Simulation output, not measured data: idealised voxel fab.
process module | voxel wiring stack
cross-section cut | 230 nm wide | cells 5 nm
A cross-section is a grid of square cells, given in bands from the top down. A band is one or more rows of cells.
Each band's line starts with the height of the band's top and of its bottom, in nm. Then come its materials from left to right, each with its width in nm. One material with "throughout" fills the band from edge to edge. "air" is empty space.
Height 0 is the level under which the wafer as received is all one material. The lowest band goes on downwards, as in "0 down".
A width such as "30 to 40" changes by the same amount from each row of cells to the next, from the band's top row to its bottom row.
"no change" after a step means that no cell of the cross-section changed.
closed voids: empty space of 8 cells or more with no open way to the top, each as width x height at its distance from the left edge, in nm
after a step's settings: what the simulator itself notes on the step
overlay nm, on a step with a mask: how far to the right of its planned place the mask lay; to the left if negative
plan
1 op RECEIVE | material Si
2 op CONFORMAL_DEP | material SiO2 | thk nm 15
3 op CONFORMAL_DEP | material SiCN | thk nm 5
4 op DIRECTIONAL_DEP | material SiO2 | thk nm 25
5 op DIRECTIONAL_DEP | material aC | thk nm 10
6 op PATTERN | tone open | mask id METAL_1 | material resist | width nm 25 | pitch nm 50 | thk nm 25 | overlay nm 0
7 op DIRECTIONAL_ETCH | etch materials aC | depth nm 10
8 op STRIP | etch materials resist
9 op DIRECTIONAL_ETCH | etch materials SiO2 | depth nm 25
10 op DIRECTIONAL_ETCH | etch materials SiCN | depth nm 5
11 op STRIP | etch materials aC
12 op CONFORMAL_DEP | material TiN | thk nm 5
13 op FILL_DEP | material W | thk nm 5
14 op CMP | height nm 45
15 op CONFORMAL_DEP | material SiCN | thk nm 5
16 op DIRECTIONAL_DEP | material lowk | thk nm 15
17 op DIRECTIONAL_DEP | material aC | thk nm 15
18 op PATTERN | tone open | mask id PLUG_1 | material resist | width nm 15 | pitch nm 100 | thk nm 35 | overlay nm 0
19 op DIRECTIONAL_ETCH | etch materials aC | depth nm 15
20 op STRIP | etch materials resist
21 op DIRECTIONAL_ETCH | etch materials lowk | depth nm 15
22 op DIRECTIONAL_ETCH | etch materials SiCN | depth nm 5
23 op STRIP | etch materials aC
24 op EPI | material Ru | thk nm 10
25 op EPI | material Ru | thk nm 10
26 op CONFORMAL_DEP | material SiN | thk nm 5
27 op DIRECTIONAL_DEP | material SiO2 | thk nm 20
28 op MASKED_ETCH | tone open | mask id METAL_2 | width nm 25 | pitch nm 50 | etch materials SiO2 | depth nm 20 | overlay nm 0
29 op MASKED_ETCH | tone open | mask id METAL_2 | width nm 25 | pitch nm 50 | etch materials SiN | depth nm 5 | overlay nm 0
30 op CONFORMAL_DEP | material TiN | thk nm 5
31 op FILL_DEP | material Cu | thk nm 10
32 op CMP | height nm 90
33 op CONFORMAL_DEP | material SiCN | thk nm 5
34 op DIRECTIONAL_DEP | material SiO2 | thk nm 10
35 op DIRECTIONAL_DEP | material aC | thk nm 15
36 op PATTERN | tone open | mask id PLUG_2 | material resist | width nm 15 | pitch nm 100 | thk nm 30 | overlay nm 0
37 op DIRECTIONAL_ETCH | etch materials aC | depth nm 15
38 op STRIP | etch materials resist
39 op DIRECTIONAL_ETCH | etch materials SiO2 | depth nm 10
40 op DIRECTIONAL_ETCH | etch materials SiCN | depth nm 5
41 op STRIP | etch materials aC
42 op CONFORMAL_DEP | material TiN | thk nm 5
43 op FILL_DEP | material Ru | thk nm 5
44 op CMP | height nm 105
45 op DIRECTIONAL_DEP | material TiN | thk nm 5
46 op DIRECTIONAL_DEP | material Ru | thk nm 25
47 op DIRECTIONAL_DEP | material aC | thk nm 10
48 op PATTERN | tone cover | mask id METAL_3 | material resist | width nm 25 | pitch nm 50 | thk nm 30 | overlay nm 0
49 op DIRECTIONAL_ETCH | etch materials aC | depth nm 10
50 op STRIP | etch materials resist
51 op DIRECTIONAL_ETCH | etch materials Ru | depth nm 25
52 op DIRECTIONAL_ETCH | etch materials TiN | depth nm 5
53 op STRIP | etch materials aC
54 op CONFORMAL_DEP | material SiCN | thk nm 5
55 op FILL_DEP | material SiO2 | thk nm 10
56 op CMP | height nm 135
57 op CONFORMAL_DEP | material SiCN | thk nm 5
58 op DIRECTIONAL_DEP | material lowk | thk nm 10
59 op PATTERN | tone open | mask id PLUG_3 | material resist | width nm 15 | pitch nm 100 | thk nm 20 | overlay nm 0
60 op DIRECTIONAL_ETCH | etch materials lowk | depth nm 10
61 op DIRECTIONAL_ETCH | etch materials SiCN | depth nm 5
62 op STRIP | etch materials resist
63 op CONFORMAL_DEP | material TiN | thk nm 5
64 op FILL_DEP | material Ru | thk nm 5
65 op CMP | height nm 150
66 op DIRECTIONAL_DEP | material TiN | thk nm 5
67 op DIRECTIONAL_DEP | material W | thk nm 20
68 op PATTERN | tone cover | mask id METAL_4 | material resist | width nm 25 | pitch nm 50 | thk nm 20 | overlay nm 0
69 op DIRECTIONAL_ETCH | etch materials W | depth nm 20
70 op DIRECTIONAL_ETCH | etch materials TiN | depth nm 5
71 op STRIP | etch materials resist
72 op FILL_DEP | material SiO2 | thk nm 5
73 op CMP | height nm 175
74 op CONFORMAL_DEP | material SiN | thk nm 5
first wafer, as planned
as received, after step 1
  0 down: Si throughout
  closed voids: none
after step 2
  15 to 0: SiO2 throughout
  below 0: unchanged
after step 3
  20 to 15: SiCN throughout
  below 15: unchanged
after step 4
  45 to 20: SiO2 throughout
  below 20: unchanged
after step 5
  55 to 45: aC throughout
  below 45: unchanged
after step 6
  80 to 55: resist 25 | air 25 | resist 25 | air 25 | resist 25 | air 25 | resist 25 | air 25 | resist 30
  below 55: unchanged
after step 7
  70 to 55: resist 25 | air 25 | resist 25 | air 25 | resist 25 | air 25 | resist 25 | air 25 | resist 30
  55 to 45: aC 25 | air 25 | aC 25 | air 25 | aC 25 | air 25 | aC 25 | air 25 | aC 30
  below 45: unchanged
after step 8
  55 to 45: aC 25 | air 25 | aC 25 | air 25 | aC 25 | air 25 | aC 25 | air 25 | aC 30
  below 45: unchanged
after step 9
  55 to 45: aC 25 | air 25 | aC 25 | air 25 | aC 25 | air 25 | aC 25 | air 25 | aC 30
  45 to 20: SiO2 25 | air 25 | SiO2 25 | air 25 | SiO2 25 | air 25 | SiO2 25 | air 25 | SiO2 30
  below 20: unchanged
after step 10
  55 to 45: aC 25 | air 25 | aC 25 | air 25 | aC 25 | air 25 | aC 25 | air 25 | aC 30
  45 to 20: SiO2 25 | air 25 | SiO2 25 | air 25 | SiO2 25 | air 25 | SiO2 25 | air 25 | SiO2 30
  20 to 15: SiCN 25 | air 25 | SiCN 25 | air 25 | SiCN 25 | air 25 | SiCN 25 | air 25 | SiCN 30
  below 15: unchanged
after step 11
  45 to 20: SiO2 25 | air 25 | SiO2 25 | air 25 | SiO2 25 | air 25 | SiO2 25 | air 25 | SiO2 30
  below 20: unchanged
after step 12
  50 to 45: TiN 30 | air 15 | TiN 35 | air 15 | TiN 35 | air 15 | TiN 35 | air 15 | TiN 35
  45 to 20: SiO2 25 | TiN 5 | air 15 | TiN 5 | SiO2 25 | TiN 5 | air 15 | TiN 5 | SiO2 25 | TiN 5 | air 15 | TiN 5 | SiO2 25 | TiN 5 | air 15 | TiN 5 | SiO2 30
  20 to 15: SiCN 25 | TiN 25 | SiCN 25 | TiN 25 | SiCN 25 | TiN 25 | SiCN 25 | TiN 25 | SiCN 30
  below 15: unchanged
after step 13
  55 to 50: W throughout
  50 to 45: TiN 30 | W 15 | TiN 35 | W 15 | TiN 35 | W 15 | TiN 35 | W 15 | TiN 35
  45 to 20: SiO2 25 | TiN 5 | W 15 | TiN 5 | SiO2 25 | TiN 5 | W 15 | TiN 5 | SiO2 25 | TiN 5 | W 15 | TiN 5 | SiO2 25 | TiN 5 | W 15 | TiN 5 | SiO2 30
  below 20: unchanged
after step 14
  45 to 20: SiO2 25 | TiN 5 | W 15 | TiN 5 | SiO2 25 | TiN 5 | W 15 | TiN 5 | SiO2 25 | TiN 5 | W 15 | TiN 5 | SiO2 25 | TiN 5 | W 15 | TiN 5 | SiO2 30
  below 20: unchanged
after step 15
  50 to 45: SiCN throughout
  below 45: unchanged
after step 16
  65 to 50: lowk throughout
  below 50: unchanged
after step 17
  80 to 65: aC throughout
  below 65: unchanged
after step 18
  115 to 80: resist 25 | air 15 | resist 85 | air 15 | resist 90
  below 80: unchanged
after step 19
  100 to 80: resist 25 | air 15 | resist 85 | air 15 | resist 90
  80 to 65: aC 25 | air 15 | aC 85 | air 15 | aC 90
  below 65: unchanged
after step 20
  80 to 65: aC 25 | air 15 | aC 85 | air 15 | aC 90
  below 65: unchanged
after step 21
  80 to 65: aC 25 | air 15 | aC 85 | air 15 | aC 90
  65 to 50: lowk 25 | air 15 | lowk 85 | air 15 | lowk 90
  below 50: unchanged
after step 22
  80 to 65: aC 25 | air 15 | aC 85 | air 15 | aC 90
  65 to 50: lowk 25 | air 15 | lowk 85 | air 15 | lowk 90
  50 to 45: SiCN 25 | air 15 | SiCN 85 | air 15 | SiCN 90
  below 45: unchanged
after step 23
  65 to 50: lowk 25 | air 15 | lowk 85 | air 15 | lowk 90
  below 50: unchanged
after step 24
  65 to 55: lowk 25 | air 15 | lowk 85 | air 15 | lowk 90
  55 to 50: lowk 25 | Ru 15 | lowk 85 | Ru 15 | lowk 90
  50 to 45: SiCN 25 | Ru 15 | SiCN 85 | Ru 15 | SiCN 90
  below 45: unchanged
after step 25
  65 to 50: lowk 25 | Ru 15 | lowk 85 | Ru 15 | lowk 90
  below 50: unchanged
after step 26
  70 to 65: SiN throughout
  below 65: unchanged
after step 27
  90 to 70: SiO2 throughout
  below 70: unchanged
after step 28
  90 to 70: SiO2 25 | air 25 | SiO2 25 | air 25 | SiO2 25 | air 25 | SiO2 25 | air 25 | SiO2 30
  below 70: unchanged
after step 29
  90 to 70: SiO2 25 | air 25 | SiO2 25 | air 25 | SiO2 25 | air 25 | SiO2 25 | air 25 | SiO2 30
  70 to 65: SiN 25 | air 25 | SiN 25 | air 25 | SiN 25 | air 25 | SiN 25 | air 25 | SiN 30
  below 65: unchanged
after step 30
  95 to 90: TiN 30 | air 15 | TiN 35 | air 15 | TiN 35 | air 15 | TiN 35 | air 15 | TiN 35
  90 to 70: SiO2 25 | TiN 5 | air 15 | TiN 5 | SiO2 25 | TiN 5 | air 15 | TiN 5 | SiO2 25 | TiN 5 | air 15 | TiN 5 | SiO2 25 | TiN 5 | air 15 | TiN 5 | SiO2 30
  70 to 65: SiN 25 | TiN 25 | SiN 25 | TiN 25 | SiN 25 | TiN 25 | SiN 25 | TiN 25 | SiN 30
  below 65: unchanged
after step 31
  105 to 95: Cu throughout
  95 to 90: TiN 30 | Cu 15 | TiN 35 | Cu 15 | TiN 35 | Cu 15 | TiN 35 | Cu 15 | TiN 35
  90 to 70: SiO2 25 | TiN 5 | Cu 15 | TiN 5 | SiO2 25 | TiN 5 | Cu 15 | TiN 5 | SiO2 25 | TiN 5 | Cu 15 | TiN 5 | SiO2 25 | TiN 5 | Cu 15 | TiN 5 | SiO2 30
  below 70: unchanged
after step 32
  90 to 70: SiO2 25 | TiN 5 | Cu 15 | TiN 5 | SiO2 25 | TiN 5 | Cu 15 | TiN 5 | SiO2 25 | TiN 5 | Cu 15 | TiN 5 | SiO2 25 | TiN 5 | Cu 15 | TiN 5 | SiO2 30
  below 70: unchanged
after step 33
  95 to 90: SiCN throughout
  below 90: unchanged
after step 34
  105 to 95: SiO2 throughout
  below 95: unchanged
after step 35
  120 to 105: aC throughout
  below 105: unchanged
after step 36
  150 to 120: resist 25 | air 15 | resist 85 | air 15 | resist 90
  below 120: unchanged
after step 37
  135 to 120: resist 25 | air 15 | resist 85 | air 15 | resist 90
  120 to 105: aC 25 | air 15 | aC 85 | air 15 | aC 90
  below 105: unchanged
after step 38
  120 to 105: aC 25 | air 15 | aC 85 | air 15 | aC 90
  below 105: unchanged
after step 39
  120 to 105: aC 25 | air 15 | aC 85 | air 15 | aC 90
  105 to 95: SiO2 25 | air 15 | SiO2 85 | air 15 | SiO2 90
  below 95: unchanged
after step 40
  120 to 105: aC 25 | air 15 | aC 85 | air 15 | aC 90
  105 to 95: SiO2 25 | air 15 | SiO2 85 | air 15 | SiO2 90
  95 to 90: SiCN 25 | air 15 | SiCN 85 | air 15 | SiCN 90
  below 90: unchanged
after step 41
  105 to 95: SiO2 25 | air 15 | SiO2 85 | air 15 | SiO2 90
  below 95: unchanged
after step 42
  110 to 105: TiN 30 | air 5 | TiN 95 | air 5 | TiN 95
  105 to 95: SiO2 25 | TiN 5 | air 5 | TiN 5 | SiO2 85 | TiN 5 | air 5 | TiN 5 | SiO2 90
  95 to 90: SiCN 25 | TiN 15 | SiCN 85 | TiN 15 | SiCN 90
  below 90: unchanged
after step 43
  115 to 110: Ru throughout
  110 to 105: TiN 30 | Ru 5 | TiN 95 | Ru 5 | TiN 95
  105 to 95: SiO2 25 | TiN 5 | Ru 5 | TiN 5 | SiO2 85 | TiN 5 | Ru 5 | TiN 5 | SiO2 90
  below 95: unchanged
after step 44
  105 to 95: SiO2 25 | TiN 5 | Ru 5 | TiN 5 | SiO2 85 | TiN 5 | Ru 5 | TiN 5 | SiO2 90
  below 95: unchanged
after step 45
  110 to 105: TiN throughout
  below 105: unchanged
after step 46
  135 to 110: Ru throughout
  below 110: unchanged
after step 47
  145 to 135: aC throughout
  below 135: unchanged
after step 48
  175 to 145: air 25 | resist 25 | air 25 | resist 25 | air 25 | resist 25 | air 25 | resist 25 | air 30
  below 145: unchanged
after step 49
  165 to 145: air 25 | resist 25 | air 25 | resist 25 | air 25 | resist 25 | air 25 | resist 25 | air 30
  145 to 135: air 25 | aC 25 | air 25 | aC 25 | air 25 | aC 25 | air 25 | aC 25 | air 30
  below 135: unchanged
after step 50
  145 to 135: air 25 | aC 25 | air 25 | aC 25 | air 25 | aC 25 | air 25 | aC 25 | air 30
  below 135: unchanged
after step 51
  145 to 135: air 25 | aC 25 | air 25 | aC 25 | air 25 | aC 25 | air 25 | aC 25 | air 30
  135 to 110: air 25 | Ru 25 | air 25 | Ru 25 | air 25 | Ru 25 | air 25 | Ru 25 | air 30
  below 110: unchanged
after step 52
  145 to 135: air 25 | aC 25 | air 25 | aC 25 | air 25 | aC 25 | air 25 | aC 25 | air 30
  135 to 110: air 25 | Ru 25 | air 25 | Ru 25 | air 25 | Ru 25 | air 25 | Ru 25 | air 30
  110 to 105: air 25 | TiN 25 | air 25 | TiN 25 | air 25 | TiN 25 | air 25 | TiN 25 | air 30
  below 105: unchanged
after step 53
  135 to 110: air 25 | Ru 25 | air 25 | Ru 25 | air 25 | Ru 25 | air 25 | Ru 25 | air 30
  below 110: unchanged
after step 54
  140 to 135: air 20 | SiCN 35 | air 15 | SiCN 35 | air 15 | SiCN 35 | air 15 | SiCN 35 | air 25
  135 to 110: air 20 | SiCN 5 | Ru 25 | SiCN 5 | air 15 | SiCN 5 | Ru 25 | SiCN 5 | air 15 | SiCN 5 | Ru 25 | SiCN 5 | air 15 | SiCN 5 | Ru 25 | SiCN 5 | air 25
  110 to 105: SiCN 25 | TiN 25 | SiCN 25 | TiN 25 | SiCN 25 | TiN 25 | SiCN 25 | TiN 25 | SiCN 30
  below 105: unchanged
after step 55
  150 to 140: SiO2 throughout
  140 to 135: SiO2 20 | SiCN 35 | SiO2 15 | SiCN 35 | SiO2 15 | SiCN 35 | SiO2 15 | SiCN 35 | SiO2 25
  135 to 110: SiO2 20 | SiCN 5 | Ru 25 | SiCN 5 | SiO2 15 | SiCN 5 | Ru 25 | SiCN 5 | SiO2 15 | SiCN 5 | Ru 25 | SiCN 5 | SiO2 15 | SiCN 5 | Ru 25 | SiCN 5 | SiO2 25
  below 110: unchanged
after step 56
  135 to 110: SiO2 20 | SiCN 5 | Ru 25 | SiCN 5 | SiO2 15 | SiCN 5 | Ru 25 | SiCN 5 | SiO2 15 | SiCN 5 | Ru 25 | SiCN 5 | SiO2 15 | SiCN 5 | Ru 25 | SiCN 5 | SiO2 25
  below 110: unchanged
after step 57
  140 to 135: SiCN throughout
  below 135: unchanged
after step 58
  150 to 140: lowk throughout
  below 140: unchanged
after step 59
  170 to 150: resist 25 | air 15 | resist 85 | air 15 | resist 90
  below 150: unchanged
after step 60
  170 to 150: resist 25 | air 15 | resist 85 | air 15 | resist 90
  150 to 140: lowk 25 | air 15 | lowk 85 | air 15 | lowk 90
  below 140: unchanged
after step 61
  170 to 150: resist 25 | air 15 | resist 85 | air 15 | resist 90
  150 to 140: lowk 25 | air 15 | lowk 85 | air 15 | lowk 90
  140 to 135: SiCN 25 | air 15 | SiCN 85 | air 15 | SiCN 90
  below 135: unchanged
after step 62
  150 to 140: lowk 25 | air 15 | lowk 85 | air 15 | lowk 90
  below 140: unchanged
after step 63
  155 to 150: TiN 30 | air 5 | TiN 95 | air 5 | TiN 95
  150 to 140: lowk 25 | TiN 5 | air 5 | TiN 5 | lowk 85 | TiN 5 | air 5 | TiN 5 | lowk 90
  140 to 135: SiCN 25 | TiN 15 | SiCN 85 | TiN 15 | SiCN 90
  below 135: unchanged
after step 64
  160 to 155: Ru throughout
  155 to 150: TiN 30 | Ru 5 | TiN 95 | Ru 5 | TiN 95
  150 to 140: lowk 25 | TiN 5 | Ru 5 | TiN 5 | lowk 85 | TiN 5 | Ru 5 | TiN 5 | lowk 90
  below 140: unchanged
after step 65
  150 to 140: lowk 25 | TiN 5 | Ru 5 | TiN 5 | lowk 85 | TiN 5 | Ru 5 | TiN 5 | lowk 90
  below 140: unchanged
after step 66
  155 to 150: TiN throughout
  below 150: unchanged
after step 67
  175 to 155: W throughout
  below 155: unchanged
after step 68
  195 to 175: air 25 | resist 25 | air 25 | resist 25 | air 25 | resist 25 | air 25 | resist 25 | air 30
  below 175: unchanged
after step 69
  195 to 175: air 25 | resist 25 | air 25 | resist 25 | air 25 | resist 25 | air 25 | resist 25 | air 30
  175 to 155: air 25 | W 25 | air 25 | W 25 | air 25 | W 25 | air 25 | W 25 | air 30
  below 155: unchanged
after step 70
  195 to 175: air 25 | resist 25 | air 25 | resist 25 | air 25 | resist 25 | air 25 | resist 25 | air 30
  175 to 155: air 25 | W 25 | air 25 | W 25 | air 25 | W 25 | air 25 | W 25 | air 30
  155 to 150: air 25 | TiN 25 | air 25 | TiN 25 | air 25 | TiN 25 | air 25 | TiN 25 | air 30
  below 150: unchanged
after step 71
  175 to 155: air 25 | W 25 | air 25 | W 25 | air 25 | W 25 | air 25 | W 25 | air 30
  below 155: unchanged
after step 72
  180 to 175: SiO2 throughout
  175 to 155: SiO2 25 | W 25 | SiO2 25 | W 25 | SiO2 25 | W 25 | SiO2 25 | W 25 | SiO2 30
  155 to 150: SiO2 25 | TiN 25 | SiO2 25 | TiN 25 | SiO2 25 | TiN 25 | SiO2 25 | TiN 25 | SiO2 30
  below 150: unchanged
after step 73
  175 to 155: SiO2 25 | W 25 | SiO2 25 | W 25 | SiO2 25 | W 25 | SiO2 25 | W 25 | SiO2 30
  below 155: unchanged
after step 74
  180 to 175: SiN throughout
  below 175: unchanged
second wafer: like start, like plan, one mistake. Through step 31 it matches the first wafer
when step 32 should have ended: no change
when step 33 should have ended
  110 to 105: SiCN throughout
  below 105: unchanged
when step 34 should have ended
  120 to 110: SiO2 throughout
  below 110: unchanged
when step 35 should have ended
  135 to 120: aC throughout
  below 120: unchanged
when step 36 should have ended
  165 to 135: resist 25 | air 15 | resist 85 | air 15 | resist 90
  below 135: unchanged
when step 37 should have ended
  150 to 135: resist 25 | air 15 | resist 85 | air 15 | resist 90
  135 to 120: aC 25 | air 15 | aC 85 | air 15 | aC 90
  below 120: unchanged
when step 38 should have ended
  135 to 120: aC 25 | air 15 | aC 85 | air 15 | aC 90
  below 120: unchanged
when step 39 should have ended
  135 to 120: aC 25 | air 15 | aC 85 | air 15 | aC 90
  120 to 110: SiO2 25 | air 15 | SiO2 85 | air 15 | SiO2 90
  below 110: unchanged
when step 40 should have ended
  135 to 120: aC 25 | air 15 | aC 85 | air 15 | aC 90
  120 to 110: SiO2 25 | air 15 | SiO2 85 | air 15 | SiO2 90
  110 to 105: SiCN 25 | air 15 | SiCN 85 | air 15 | SiCN 90
  below 105: unchanged
when step 41 should have ended
  120 to 110: SiO2 25 | air 15 | SiO2 85 | air 15 | SiO2 90
  below 110: unchanged
when step 42 should have ended
  125 to 120: TiN 30 | air 5 | TiN 95 | air 5 | TiN 95
  120 to 110: SiO2 25 | TiN 5 | air 5 | TiN 5 | SiO2 85 | TiN 5 | air 5 | TiN 5 | SiO2 90
  110 to 105: SiCN 25 | TiN 15 | SiCN 85 | TiN 15 | SiCN 90
  below 105: unchanged
when step 43 should have ended
  130 to 125: Ru throughout
  125 to 120: TiN 30 | Ru 5 | TiN 95 | Ru 5 | TiN 95
  120 to 110: SiO2 25 | TiN 5 | Ru 5 | TiN 5 | SiO2 85 | TiN 5 | Ru 5 | TiN 5 | SiO2 90
  below 110: unchanged
when step 44 should have ended
  105 to 95: Cu throughout
  below 95: unchanged
when step 45 should have ended
  110 to 105: TiN throughout
  below 105: unchanged
when step 46 should have ended
  135 to 110: Ru throughout
  below 110: unchanged
when step 47 should have ended
  145 to 135: aC throughout
  below 135: unchanged
when step 48 should have ended
  175 to 145: air 25 | resist 25 | air 25 | resist 25 | air 25 | resist 25 | air 25 | resist 25 | air 30
  below 145: unchanged
when step 49 should have ended
  165 to 145: air 25 | resist 25 | air 25 | resist 25 | air 25 | resist 25 | air 25 | resist 25 | air 30
  145 to 135: air 25 | aC 25 | air 25 | aC 25 | air 25 | aC 25 | air 25 | aC 25 | air 30
  below 135: unchanged
when step 50 should have ended
  145 to 135: air 25 | aC 25 | air 25 | aC 25 | air 25 | aC 25 | air 25 | aC 25 | air 30
  below 135: unchanged
when step 51 should have ended
  145 to 135: air 25 | aC 25 | air 25 | aC 25 | air 25 | aC 25 | air 25 | aC 25 | air 30
  135 to 110: air 25 | Ru 25 | air 25 | Ru 25 | air 25 | Ru 25 | air 25 | Ru 25 | air 30
  below 110: unchanged
when step 52 should have ended
  145 to 135: air 25 | aC 25 | air 25 | aC 25 | air 25 | aC 25 | air 25 | aC 25 | air 30
  135 to 110: air 25 | Ru 25 | air 25 | Ru 25 | air 25 | Ru 25 | air 25 | Ru 25 | air 30
  110 to 105: air 25 | TiN 25 | air 25 | TiN 25 | air 25 | TiN 25 | air 25 | TiN 25 | air 30
  below 105: unchanged
when step 53 should have ended
  135 to 110: air 25 | Ru 25 | air 25 | Ru 25 | air 25 | Ru 25 | air 25 | Ru 25 | air 30
  below 110: unchanged
when step 54 should have ended
  140 to 135: air 20 | SiCN 35 | air 15 | SiCN 35 | air 15 | SiCN 35 | air 15 | SiCN 35 | air 25
  135 to 110: air 20 | SiCN 5 | Ru 25 | SiCN 5 | air 15 | SiCN 5 | Ru 25 | SiCN 5 | air 15 | SiCN 5 | Ru 25 | SiCN 5 | air 15 | SiCN 5 | Ru 25 | SiCN 5 | air 25
  110 to 105: SiCN 25 | TiN 25 | SiCN 25 | TiN 25 | SiCN 25 | TiN 25 | SiCN 25 | TiN 25 | SiCN 30
  below 105: unchanged
when step 55 should have ended
  150 to 140: SiO2 throughout
  140 to 135: SiO2 20 | SiCN 35 | SiO2 15 | SiCN 35 | SiO2 15 | SiCN 35 | SiO2 15 | SiCN 35 | SiO2 25
  135 to 110: SiO2 20 | SiCN 5 | Ru 25 | SiCN 5 | SiO2 15 | SiCN 5 | Ru 25 | SiCN 5 | SiO2 15 | SiCN 5 | Ru 25 | SiCN 5 | SiO2 15 | SiCN 5 | Ru 25 | SiCN 5 | SiO2 25
  below 110: unchanged
when step 56 should have ended
  135 to 110: SiO2 20 | SiCN 5 | Ru 25 | SiCN 5 | SiO2 15 | SiCN 5 | Ru 25 | SiCN 5 | SiO2 15 | SiCN 5 | Ru 25 | SiCN 5 | SiO2 15 | SiCN 5 | Ru 25 | SiCN 5 | SiO2 25
  below 110: unchanged
when step 57 should have ended
  140 to 135: SiCN throughout
  below 135: unchanged
when step 58 should have ended
  150 to 140: lowk throughout
  below 140: unchanged
when step 59 should have ended
  170 to 150: resist 25 | air 15 | resist 85 | air 15 | resist 90
  below 150: unchanged
when step 60 should have ended
  170 to 150: resist 25 | air 15 | resist 85 | air 15 | resist 90
  150 to 140: lowk 25 | air 15 | lowk 85 | air 15 | lowk 90
  below 140: unchanged
when step 61 should have ended
  170 to 150: resist 25 | air 15 | resist 85 | air 15 | resist 90
  150 to 140: lowk 25 | air 15 | lowk 85 | air 15 | lowk 90
  140 to 135: SiCN 25 | air 15 | SiCN 85 | air 15 | SiCN 90
  below 135: unchanged
when step 62 should have ended
  150 to 140: lowk 25 | air 15 | lowk 85 | air 15 | lowk 90
  below 140: unchanged
when step 63 should have ended
  155 to 150: TiN 30 | air 5 | TiN 95 | air 5 | TiN 95
  150 to 140: lowk 25 | TiN 5 | air 5 | TiN 5 | lowk 85 | TiN 5 | air 5 | TiN 5 | lowk 90
  140 to 135: SiCN 25 | TiN 15 | SiCN 85 | TiN 15 | SiCN 90
  below 135: unchanged
when step 64 should have ended
  160 to 155: Ru throughout
  155 to 150: TiN 30 | Ru 5 | TiN 95 | Ru 5 | TiN 95
  150 to 140: lowk 25 | TiN 5 | Ru 5 | TiN 5 | lowk 85 | TiN 5 | Ru 5 | TiN 5 | lowk 90
  below 140: unchanged
when step 65 should have ended
  150 to 140: lowk 25 | TiN 5 | Ru 5 | TiN 5 | lowk 85 | TiN 5 | Ru 5 | TiN 5 | lowk 90
  below 140: unchanged
when step 66 should have ended
  155 to 150: TiN throughout
  below 150: unchanged
when step 67 should have ended
  175 to 155: W throughout
  below 155: unchanged
when step 68 should have ended
  195 to 175: air 25 | resist 25 | air 25 | resist 25 | air 25 | resist 25 | air 25 | resist 25 | air 30
  below 175: unchanged
when step 69 should have ended
  195 to 175: air 25 | resist 25 | air 25 | resist 25 | air 25 | resist 25 | air 25 | resist 25 | air 30
  175 to 155: air 25 | W 25 | air 25 | W 25 | air 25 | W 25 | air 25 | W 25 | air 30
  below 155: unchanged
when step 70 should have ended
  195 to 175: air 25 | resist 25 | air 25 | resist 25 | air 25 | resist 25 | air 25 | resist 25 | air 30
  175 to 155: air 25 | W 25 | air 25 | W 25 | air 25 | W 25 | air 25 | W 25 | air 30
  155 to 150: air 25 | TiN 25 | air 25 | TiN 25 | air 25 | TiN 25 | air 25 | TiN 25 | air 30
  below 150: unchanged
when step 71 should have ended
  175 to 155: air 25 | W 25 | air 25 | W 25 | air 25 | W 25 | air 25 | W 25 | air 30
  below 155: unchanged
when step 72 should have ended
  180 to 175: SiO2 throughout
  175 to 155: SiO2 25 | W 25 | SiO2 25 | W 25 | SiO2 25 | W 25 | SiO2 25 | W 25 | SiO2 30
  155 to 150: SiO2 25 | TiN 25 | SiO2 25 | TiN 25 | SiO2 25 | TiN 25 | SiO2 25 | TiN 25 | SiO2 30
  below 150: unchanged
when step 73 should have ended
  175 to 155: SiO2 25 | W 25 | SiO2 25 | W 25 | SiO2 25 | W 25 | SiO2 25 | W 25 | SiO2 30
  below 155: unchanged
when step 74 should have ended
  180 to 175: SiN throughout
  below 175: unchanged
what went wrong: step 32 was left out
at the end the second wafer has, in cells: 104 more of Cu | 4 fewer of Ru | 40 fewer of SiCN | 80 fewer of SiO2 | 20 more of TiN
